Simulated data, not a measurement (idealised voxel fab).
process module | voxel self aligned contacts
cross-section cut | 145 nm wide | cells 5 nm
A cross-section is a grid of square cells, given in bands from the top down. A band is one or more rows of cells.
Each band's line starts with the height of the band's top and of its bottom, in nm. Then come its materials from left to right, each with its width in nm. One material with "throughout" fills the band from edge to edge. "air" is empty space.
Height 0 is the level under which the wafer as received is all one material. The lowest band goes on downwards, as in "0 down".
A width such as "30 to 40" changes by the same amount from each row of cells to the next, from the band's top row to its bottom row.
"no change" after a step means that no cell of the cross-section changed.
closed voids: empty space of 8 cells or more with no open way to the top, each as width x height at its distance from the left edge, in nm
after a step's settings: what the simulator itself notes on the step
overlay nm, on a step with a mask: how far to the right of its planned place the mask lay; to the left if negative
plan
1 op RECEIVE | material Si
2 op CONFORMAL_DEP | material SiO2 | thk nm 5
3 op DIRECTIONAL_DEP | material polySi | thk nm 30
4 op DIRECTIONAL_DEP | material SiN | thk nm 20
5 op DIRECTIONAL_DEP | material aC | thk nm 15
6 op PATTERN | tone cover | mask id GATE | material resist | width nm 30 | pitch nm 55 | thk nm 30 | overlay nm 0
7 op DIRECTIONAL_ETCH | etch materials aC | depth nm 15
8 op STRIP | etch materials resist
9 op DIRECTIONAL_ETCH | etch materials SiN | depth nm 20
10 op DIRECTIONAL_ETCH | etch materials polySi | depth nm 30
11 op STRIP | etch materials aC
12 op CONFORMAL_DEP | material SiN | thk nm 5
13 op DIRECTIONAL_ETCH | etch materials SiN | depth nm 5
14 op FILL_DEP | material SiO2 | thk nm 10
15 op CMP | height nm 60
16 op MASKED_ETCH | tone open | mask id CONTACT | width nm 35 | etch materials SiO2 | depth nm 60 | overlay nm 0
17 op CONFORMAL_DEP | material TiN | thk nm 5
18 op FILL_DEP | material W | thk nm 10
19 op CMP | height nm 60
20 op CONFORMAL_DEP | material SiN | thk nm 5
as received, after step 1
  0 down: Si throughout
  closed voids: none
first wafer at the end, as planned
  65 to 60: SiN throughout
  60 to 55: SiO2 55 | TiN 15 | W 5 | TiN 15 | SiO2 55
  55 to 35: SiO2 25 | SiN 40 | TiN 5 | W 5 | TiN 5 | SiN 40 | SiO2 25
  35 to 5: SiO2 25 | SiN 5 | polySi 30 | SiN 5 | TiN 5 | W 5 | TiN 5 | SiN 5 | polySi 30 | SiN 5 | SiO2 25
  5 to 0: SiO2 65 | TiN 15 | SiO2 65
  0 down: Si throughout
  closed voids: none
second wafer at the end: like start, like plan, one mistake
  65 to 60: SiN throughout
  60 to 55: SiO2 55 | TiN 20 | W 5 | TiN 10 | SiO2 55
  55 to 35: SiO2 30 | SiN 40 | TiN 5 | W 5 | TiN 5 | SiN 40 | SiO2 20
  35 to 5: SiO2 30 | SiN 5 | polySi 30 | SiN 5 | TiN 5 | W 5 | TiN 5 | SiN 5 | polySi 30 | SiN 5 | SiO2 20
  5 to 0: SiO2 70 | TiN 15 | SiO2 60
  0 down: Si throughout
  closed voids: none
what went wrong: step 6 ran as: op PATTERN | tone cover | mask id GATE | material resist | width nm 30 | pitch nm 55 | thk nm 30 | overlay nm 5
at the end the second wafer has, in cells: as many of each material as the first, in other places
